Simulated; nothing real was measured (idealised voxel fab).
Module name: voxel quadruple lines (process module)
Cross-section cut: width 255 nm, square cells of 5 nm.
The cross-sections in this document take the form of a grid made of square cells. They are written out as bands, in order from top to bottom. Each band consists of one or more rows of cells.
First you get the band's top height and its bottom height, in nm, and then the materials it's made of, left to right, with each width in nm. If you see a single material with "edge to edge", that one covers the band edge to edge. "empty" is empty space.
Zero point of the height axis is 0; under it, received wafer = one material. Lowest band: continues down indefinitely, "0 down".
You'd read "30 to 40" like this: the band's top row of cells is as wide as the first number, its bottom row is as wide as the second, and going down, every row changes width by the same amount as the row before did.
The designation "no modification", where it is given for a processing step, indicates that no cell of the cross-section was altered in the course of that step.
Empty spaces counting at least 8 cells and having no open way to the top are listed in "Cavities, closed". The notation width x height at distance is used for each, the distance being from the left edge and all three values in nm.
Step line, after settings: the simulator's comment on this step.
overlay nm: where the mask lay relative to plan, measured to the right, on steps with a mask; negatives go left.

[Intended process steps]
1,RECEIVE,material Si
2,CONFORMAL_DEP,material Al2O3,thk nm 5
3,DIRECTIONAL_DEP,material W,thk nm 15
4,DIRECTIONAL_DEP,material polySi,thk nm 20
5,DIRECTIONAL_DEP,material aC,thk nm 20
6,PATTERN,tone cover,mask id MANDREL,material resist,width nm 20,pitch nm 60,thk nm 25,overlay nm 0
7,DIRECTIONAL_ETCH,etch materials aC,depth nm 20
8,STRIP,etch materials resist
9,CONFORMAL_DEP,material SiO2,thk nm 10
10,DIRECTIONAL_ETCH,etch materials SiO2,depth nm 10
11,STRIP,etch materials aC
12,DIRECTIONAL_ETCH,etch materials polySi,depth nm 20
13,STRIP,etch materials SiO2
14,CONFORMAL_DEP,material SiN,thk nm 5
15,DIRECTIONAL_ETCH,etch materials SiN,depth nm 5
16,STRIP,etch materials polySi
17,DIRECTIONAL_ETCH,etch materials W,depth nm 15
18,STRIP,etch materials SiN
19,FILL_DEP,material lowk,thk nm 5
20,CMP,height nm 20

[Cross-sectional view of the wafer in its as-received condition, corresponding to the state after step 1]
	0 down  Si edge to edge
	Cavities, closed: none

[First of two wafers at the end of the module, shown in cross-section; run carried out as planned]
	20 to 5  70 lowk / 5 W / 10 lowk / 5 W / 10 lowk / 5 W / 10 lowk / 5 W / 10 lowk / 5 W / 10 lowk / 5 W / 10 lowk / 5 W / 10 lowk / 5 W / 75 lowk
	5 to 0  Al2O3 edge to edge
	0 down  Si edge to edge
	Cavities, closed: none

[Cross-section, second wafer: same start as the first, same plan as the first, one mistake in running it; taken at the end of the module]
	20 to 5  80 lowk / 5 W / 20 lowk / 5 W / 30 lowk / 5 W / 20 lowk / 5 W / 85 lowk
	5 to 0  Al2O3 edge to edge
	0 down  Si edge to edge
	Cavities, closed: none
what went wrong: step 6 ran differently from the plan; actual operation with settings: PATTERN,tone open,mask id MANDREL,material resist,width nm 20,pitch nm 60,thk nm 25,overlay nm 0
Final cells, second wafer relative to first, materials higher or lower: -12 W, +12 lowk
